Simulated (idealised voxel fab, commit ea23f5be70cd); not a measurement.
The document below concerns the process module designated voxel plated lines.
cross-section cut | 270 nm wide | cells 5 nm
Square cells in a grid make up a cross-section in this document, and the grid is given as bands, listed from the top down, each one or more rows of cells.
Each band's line starts with the height of the band's top and of its bottom, in nm. Then come its materials from left to right, each with its width in nm. One material with "edge to edge" fills the band from edge to edge. "empty" is empty space.
Beneath 0, the wafer as received is one material, and that level is where height counting begins. The lowest band goes on downward without a bottom; it is written like "0 down".
A width given as "30 to 40" starts at the first number in the band's top row and ends at the second number in its bottom row, shifting by an equal amount at every step from row to row.
"stayed the same", as given for a step, is the statement that not any cell of the cross-section underwent a change during that step.
Heads up: "Enclosed voids" only lists the empty pockets with no open path to the top that are 8 cells or more, and it writes them as width x height at distance, distance from the left edge, in nm.
Text after the settings on a step's line: the simulator's own remark on that step.
If you see "overlay nm" on a step's line and that step has a mask, it's telling you how far right of where it was planned the mask ended up; a negative number means it went left instead.

**So here's the lineup of process steps we planned**
step 1: RECEIVE: material Si
step 2: CONFORMAL_DEP: material Al2O3, thk nm 15
step 3: DIRECTIONAL_DEP: material TiN, thk nm 5
step 4: PATTERN: tone open, mask id LINES, material resist, width nm 15, pitch nm 35, thk nm 30, overlay nm 0
step 5: EPI: material Ru, thk nm 10
step 6: EPI: material Ru, thk nm 5
step 7: STRIP: etch materials resist
step 8: DIRECTIONAL_ETCH: etch materials TiN, depth nm 5
step 9: CONFORMAL_DEP: material SiO2, thk nm 5

**First out of two wafers; run went to plan**

**Shown in cross-section is the wafer as received, that is, as it stands after step 1**
    0 down: Si edge to edge
    Enclosed voids: none

**Cross-section of the wafer subsequent to step 2**
    15 to 0: Al2O3 edge to edge
    Nothing below the height 0 has changed.

**Cross-section of the wafer subsequent to step 3**
    20 to 15: TiN edge to edge
    Nothing below the height 15 has changed.

**Cross-section of the wafer subsequent to step 4**
    50 to 20: resist 110 / empty 15 / resist 20 / empty 15 / resist 110
    Nothing below the height 20 has changed.

**Cross-section of the wafer subsequent to step 5**
    50 to 30: resist 110 / empty 15 / resist 20 / empty 15 / resist 110
    30 to 20: resist 110 / Ru 15 / resist 20 / Ru 15 / resist 110
    Nothing below the height 20 has changed.

**Cross-section of the wafer subsequent to step 6**
    50 to 35: resist 110 / empty 15 / resist 20 / empty 15 / resist 110
    35 to 20: resist 110 / Ru 15 / resist 20 / Ru 15 / resist 110
    Nothing below the height 20 has changed.

**Cross-section of the wafer subsequent to step 7**
    35 to 20: empty 110 / Ru 15 / empty 20 / Ru 15 / empty 110
    Nothing below the height 20 has changed.

**Cross-section of the wafer subsequent to step 8**
    35 to 20: empty 110 / Ru 15 / empty 20 / Ru 15 / empty 110
    20 to 15: empty 110 / TiN 15 / empty 20 / TiN 15 / empty 110
    Nothing below the height 15 has changed.

**Cross-section of the wafer subsequent to step 9**
    40 to 35: empty 105 / SiO2 25 / empty 10 / SiO2 25 / empty 105
    35 to 20: empty 105 / SiO2 5 / Ru 15 / SiO2 5 / empty 10 / SiO2 5 / Ru 15 / SiO2 5 / empty 105
    20 to 15: SiO2 110 / TiN 15 / SiO2 20 / TiN 15 / SiO2 110
    Nothing below the height 15 has changed.

**Regarding the second of the two wafers: it shared the first wafer's starting condition and process plan, yet one error occurred during its execution. Its history coincides with that of the first wafer up to and including step 3**

**Second wafer, cross-section, planned end of step 4**
    50 to 20: resist 115 / empty 15 / resist 20 / empty 15 / resist 105
    Nothing below the height 20 has changed.

**Second wafer, cross-section, planned end of step 5**
    50 to 30: resist 115 / empty 15 / resist 20 / empty 15 / resist 105
    30 to 20: resist 115 / Ru 15 / resist 20 / Ru 15 / resist 105
    Nothing below the height 20 has changed.

**Second wafer, cross-section, planned end of step 6**
    50 to 35: resist 115 / empty 15 / resist 20 / empty 15 / resist 105
    35 to 20: resist 115 / Ru 15 / resist 20 / Ru 15 / resist 105
    Nothing below the height 20 has changed.

**Second wafer, cross-section, planned end of step 7**
    35 to 20: empty 115 / Ru 15 / empty 20 / Ru 15 / empty 105
    Nothing below the height 20 has changed.

**Second wafer, cross-section, planned end of step 8**
    35 to 20: empty 115 / Ru 15 / empty 20 / Ru 15 / empty 105
    20 to 15: empty 115 / TiN 15 / empty 20 / TiN 15 / empty 105
    Nothing below the height 15 has changed.

**Second wafer, cross-section, planned end of step 9**
    40 to 35: empty 110 / SiO2 25 / empty 10 / SiO2 25 / empty 100
    35 to 20: empty 110 / SiO2 5 / Ru 15 / SiO2 5 / empty 10 / SiO2 5 / Ru 15 / SiO2 5 / empty 100
    20 to 15: SiO2 115 / TiN 15 / SiO2 20 / TiN 15 / SiO2 105
    Nothing below the height 15 has changed.
Want to know what went wrong? step 4 deviated from plan and actually ran as PATTERN: tone open, mask id LINES, material resist, width nm 15, pitch nm 35, thk nm 30, overlay nm 5
Heads up: at the end the two wafers have identical cell counts per material, they're just laid out differently.
